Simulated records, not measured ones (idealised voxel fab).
Process module heading - voxel fin reveal
It is cross-section cut that appears here, measuring 250 nm in width, its square cells being 5 nm in size.
Cross-section format: a grid of square cells, given as bands from top to bottom; each band is one or more rows of cells.
For a band, the entry starts with two heights in nm, that of the top and then that of the bottom, and carries on with the band's materials in order from left to right, each alongside its width in nm; the word "everywhere" beside a single material means it fills the band edge to edge, and "blank" means empty space.
The reference from which all heights are counted is 0, the level beneath which the as-received wafer is entirely one material; the lowest band, having no lower bound, proceeds downward and is written after the example "from 0 down".
A width such as "30->40" changes by the same amount from each row of cells to the next, from the band's top row to its bottom row.
"everything unchanged", as given for a step, is the statement that not any cell of the cross-section underwent a change during that step.
So "Trapped voids" is basically the list of trapped voids: any empty space of 8 cells or more that can't reach the top through an opening. They're written width x height at distance, the distance being from the left edge, and it's all nm.
What comes after the settings on a step's line is commentary from the simulator itself on that step.
What "overlay nm" on a step's line means: if the step has a mask, that mask lay this far to the right of its planned place, or, when the value is negative, to the left.

Planned process steps:
1: RECEIVE: material Si
2: CONFORMAL_DEP: material SiN, thk nm 5
3: PATTERN: tone cover, mask id FINS, material resist, width nm 15, pitch nm 45, thk nm 20, overlay nm 0
4: DIRECTIONAL_ETCH: etch materials SiN, depth nm 5
5: DIRECTIONAL_ETCH: etch materials Si, depth nm 35
6: STRIP: etch materials resist
7: FILL_DEP: material SiO2, thk nm 5
8: CMP: height nm 5
9: SELECTIVE_ETCH: etch materials SiO2, depth nm 15
10: STRIP: etch materials SiN
11: CONFORMAL_DEP: material HfO2, thk nm 5

First wafer out of two, processed as planned:

Wafer as received: cross-section following step 1:
> from 0 down  Si everywhere
> Trapped voids: none

The wafer in cross-section once step 2 is complete:
> from 5 to 0  SiN everywhere
> All layers under 0 are left as they were.

The wafer in cross-section once step 3 is complete:
> from 25 to 5  blank=50, then resist=15, then blank=30, then resist=15, then blank=30, then resist=15, then blank=30, then resist=15, then blank=50
> All layers under 5 are left as they were.

The wafer in cross-section once step 4 is complete:
> from 25 to 5  blank=50, then resist=15, then blank=30, then resist=15, then blank=30, then resist=15, then blank=30, then resist=15, then blank=50
> from 5 to 0  blank=50, then SiN=15, then blank=30, then SiN=15, then blank=30, then SiN=15, then blank=30, then SiN=15, then blank=50
> All layers under 0 are left as they were.

The wafer in cross-section once step 5 is complete:
> from 25 to 5  blank=50, then resist=15, then blank=30, then resist=15, then blank=30, then resist=15, then blank=30, then resist=15, then blank=50
> from 5 to 0  blank=50, then SiN=15, then blank=30, then SiN=15, then blank=30, then SiN=15, then blank=30, then SiN=15, then blank=50
> from 0 to -35  blank=50, then Si=15, then blank=30, then Si=15, then blank=30, then Si=15, then blank=30, then Si=15, then blank=50
> All layers under -35 are left as they were.

The wafer in cross-section once step 6 is complete:
> from 5 to 0  blank=50, then SiN=15, then blank=30, then SiN=15, then blank=30, then SiN=15, then blank=30, then SiN=15, then blank=50
> All layers under 0 are left as they were.

The wafer in cross-section once step 7 is complete:
> from 10 to 5  SiO2 everywhere
> from 5 to 0  SiO2=50, then SiN=15, then SiO2=30, then SiN=15, then SiO2=30, then SiN=15, then SiO2=30, then SiN=15, then SiO2=50
> from 0 to -35  SiO2=50, then Si=15, then SiO2=30, then Si=15, then SiO2=30, then Si=15, then SiO2=30, then Si=15, then SiO2=50
> All layers under -35 are left as they were.

The wafer in cross-section once step 8 is complete:
> from 5 to 0  SiO2=50, then SiN=15, then SiO2=30, then SiN=15, then SiO2=30, then SiN=15, then SiO2=30, then SiN=15, then SiO2=50
> All layers under 0 are left as they were.

The wafer in cross-section once step 9 is complete:
> from 5 to 0  blank=50, then SiN=15, then blank=30, then SiN=15, then blank=30, then SiN=15, then blank=30, then SiN=15, then blank=50
> from 0 to -10  blank=50, then Si=15, then blank=30, then Si=15, then blank=30, then Si=15, then blank=30, then Si=15, then blank=50
> All layers under -10 are left as they were.

The wafer in cross-section once step 10 is complete:
> from 0 to -10  blank=50, then Si=15, then blank=30, then Si=15, then blank=30, then Si=15, then blank=30, then Si=15, then blank=50
> All layers under -10 are left as they were.

The wafer in cross-section once step 11 is complete:
> from 5 to 0  blank=45, then HfO2=25, then blank=20, then HfO2=25, then blank=20, then HfO2=25, then blank=20, then HfO2=25, then blank=45
> from 0 to -5  blank=45, then HfO2=5, then Si=15, then HfO2=5, then blank=20, then HfO2=5, then Si=15, then HfO2=5, then blank=20, then HfO2=5, then Si=15, then HfO2=5, then blank=20, then HfO2=5, then Si=15, then HfO2=5, then blank=45
> from -5 to -10  HfO2=50, then Si=15, then HfO2=30, then Si=15, then HfO2=30, then Si=15, then HfO2=30, then Si=15, then HfO2=50
> All layers under -10 are left as they were.

Wafer two of the pair: same origin, same plan, one error during the run; identical to wafer one up to and including step 2:

Second wafer profile in section, at the moment step 3 of the plan was meant to be complete:
> from 25 to 5  blank=50, then resist=20, then blank=25, then resist=20, then blank=25, then resist=20, then blank=25, then resist=20, then blank=45
> All layers under 5 are left as they were.

Second wafer profile in section, at the moment step 4 of the plan was meant to be complete:
> from 25 to 5  blank=50, then resist=20, then blank=25, then resist=20, then blank=25, then resist=20, then blank=25, then resist=20, then blank=45
> from 5 to 0  blank=50, then SiN=20, then blank=25, then SiN=20, then blank=25, then SiN=20, then blank=25, then SiN=20, then blank=45
> All layers under 0 are left as they were.

Second wafer profile in section, at the moment step 5 of the plan was meant to be complete:
> from 25 to 5  blank=50, then resist=20, then blank=25, then resist=20, then blank=25, then resist=20, then blank=25, then resist=20, then blank=45
> from 5 to 0  blank=50, then SiN=20, then blank=25, then SiN=20, then blank=25, then SiN=20, then blank=25, then SiN=20, then blank=45
> from 0 to -35  blank=50, then Si=20, then blank=25, then Si=20, then blank=25, then Si=20, then blank=25, then Si=20, then blank=45
> All layers under -35 are left as they were.

Second wafer profile in section, at the moment step 6 of the plan was meant to be complete:
> from 5 to 0  blank=50, then SiN=20, then blank=25, then SiN=20, then blank=25, then SiN=20, then blank=25, then SiN=20, then blank=45
> All layers under 0 are left as they were.

Second wafer profile in section, at the moment step 7 of the plan was meant to be complete:
> from 10 to 5  SiO2 everywhere
> from 5 to 0  SiO2=50, then SiN=20, then SiO2=25, then SiN=20, then SiO2=25, then SiN=20, then SiO2=25, then SiN=20, then SiO2=45
> from 0 to -35  SiO2=50, then Si=20, then SiO2=25, then Si=20, then SiO2=25, then Si=20, then SiO2=25, then Si=20, then SiO2=45
> All layers under -35 are left as they were.

Second wafer profile in section, at the moment step 8 of the plan was meant to be complete:
> from 5 to 0  SiO2=50, then SiN=20, then SiO2=25, then SiN=20, then SiO2=25, then SiN=20, then SiO2=25, then SiN=20, then SiO2=45
> All layers under 0 are left as they were.

Second wafer profile in section, at the moment step 9 of the plan was meant to be complete:
> from 5 to 0  blank=50, then SiN=20, then blank=25, then SiN=20, then blank=25, then SiN=20, then blank=25, then SiN=20, then blank=45
> from 0 to -10  blank=50, then Si=20, then blank=25, then Si=20, then blank=25, then Si=20, then blank=25, then Si=20, then blank=45
> All layers under -10 are left as they were.

Second wafer profile in section, at the moment step 10 of the plan was meant to be complete:
> from 0 to -10  blank=50, then Si=20, then blank=25, then Si=20, then blank=25, then Si=20, then blank=25, then Si=20, then blank=45
> All layers under -10 are left as they were.

Second wafer profile in section, at the moment step 11 of the plan was meant to be complete:
> from 5 to 0  blank=45, then HfO2=30, then blank=15, then HfO2=30, then blank=15, then HfO2=30, then blank=15, then HfO2=30, then blank=40
> from 0 to -5  blank=45, then HfO2=5, then Si=20, then HfO2=5, then blank=15, then HfO2=5, then Si=20, then HfO2=5, then blank=15, then HfO2=5, then Si=20, then HfO2=5, then blank=15, then HfO2=5, then Si=20, then HfO2=5, then blank=40
> from -5 to -10  HfO2=50, then Si=20, then HfO2=25, then Si=20, then HfO2=25, then Si=20, then HfO2=25, then Si=20, then HfO2=45
> All layers under -10 are left as they were.
Finding, execution versus plan: step 3 was run on a setting that differed from the plan, and what really ran there is PATTERN: tone cover, mask id FINS, material resist, width nm 20, pitch nm 45, thk nm 20, overlay nm 0
Final cells, second wafer relative to first, materials higher or lower: Si +28; SiO2 -20
